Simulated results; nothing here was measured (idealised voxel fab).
Process module name: voxel air gaps
It is cross-section cut that appears here, measuring 230 nm in width, its square cells being 5 nm in size.
This document writes a cross-section as a grid whose cells are square, and gives it as bands, listed from the top down; one or more rows of cells form a band.
In this notation a band is specified by the heights of its top and bottom, in that order and in nm, after which its materials appear from left to right, each paired with its width in nm. The word "all across" attached to a single material means that material fills the band from edge to edge; the word "empty" stands for empty space.
We count height from 0. Below that, the starting wafer is all one material. The lowest band never ends at the bottom but goes on down; see "top 0, no bottom" for how that is written.
Read "30..40" as a graded width: first number on top, second number at the bottom, same change between each pair of neighbouring rows.
"nothing got changed" for a step: no cell of the cross-section changed in that step.
The entry "Closed cavity list" lists the empty spaces that cover at least 8 cells and have no open path to the top. Each is written as width x height at distance, where the distance is measured from the left edge and all three values are in nm.
Where a step's line continues beyond its settings, the continuation is a remark by the simulator itself on that step.
Regarding "overlay nm": on a step with a mask, it is the distance the mask lay to the right of its planned place; a negative value places it to the left.

# Steps planned for the process
1 RECEIVE with material Si
2 CONFORMAL_DEP with material SiO2, thk nm 10
3 CONFORMAL_DEP with material SiN, thk nm 5
4 DIRECTIONAL_DEP with material lowk, thk nm 40
5 DIRECTIONAL_DEP with material aC, thk nm 15
6 PATTERN with tone open, mask id LINES, material resist, width nm 20, pitch nm 45, thk nm 30, overlay nm 0
7 DIRECTIONAL_ETCH with etch materials aC, depth nm 15
8 STRIP with etch materials resist
9 DIRECTIONAL_ETCH with etch materials lowk, depth nm 40
10 STRIP with etch materials aC
11 CONFORMAL_DEP with material TiN, thk nm 5
12 FILL_DEP with material Cu, thk nm 5
13 CMP with height nm 55
14 EPI with material Ru, thk nm 10
15 SELECTIVE_ETCH with etch materials lowk, depth nm 50
16 CONFORMAL_DEP with material SiCN, thk nm 5

# Incoming wafer in cross-section (state: after step 1)
	top 0, no bottom: Si all across
	Closed cavity list: none

# Cross-section at module end, one run error; start and plan unchanged from above
	top 70, bottom 65: 45 nm empty; 140 nm SiCN; 45 nm empty
	top 65, bottom 55: 45 nm empty; 5 nm SiCN; 40 nm Ru; 5 nm SiCN; 40 nm Ru; 5 nm SiCN; 40 nm Ru; 5 nm SiCN; 45 nm empty
	top 55, bottom 50: 45 nm empty; 15 nm SiCN; 5 nm TiN; 10 nm Cu; 5 nm TiN; 25 nm SiCN; 5 nm TiN; 10 nm Cu; 5 nm TiN; 25 nm SiCN; 5 nm TiN; 10 nm Cu; 5 nm TiN; 15 nm SiCN; 45 nm empty
	top 50, bottom 20: 55 nm empty; 5 nm SiCN; 5 nm TiN; 10 nm Cu; 5 nm TiN; 5 nm SiCN; 15 nm empty; 5 nm SiCN; 5 nm TiN; 10 nm Cu; 5 nm TiN; 5 nm SiCN; 15 nm empty; 5 nm SiCN; 5 nm TiN; 10 nm Cu; 5 nm TiN; 5 nm SiCN; 55 nm empty
	top 20, bottom 15: 60 nm SiCN; 20 nm TiN; 25 nm SiCN; 20 nm TiN; 25 nm SiCN; 20 nm TiN; 60 nm SiCN
	top 15, bottom 10: SiCN all across
	top 10, bottom 0: SiO2 all across
	top 0, no bottom: Si all across
	Closed cavity list: 15 x 30 at 85; 15 x 30 at 130
What went wrong in running the wafer? it should be noted that step 3 was executed with settings other than those planned, the operation and settings actually applied being CONFORMAL_DEP with material SiCN, thk nm 5
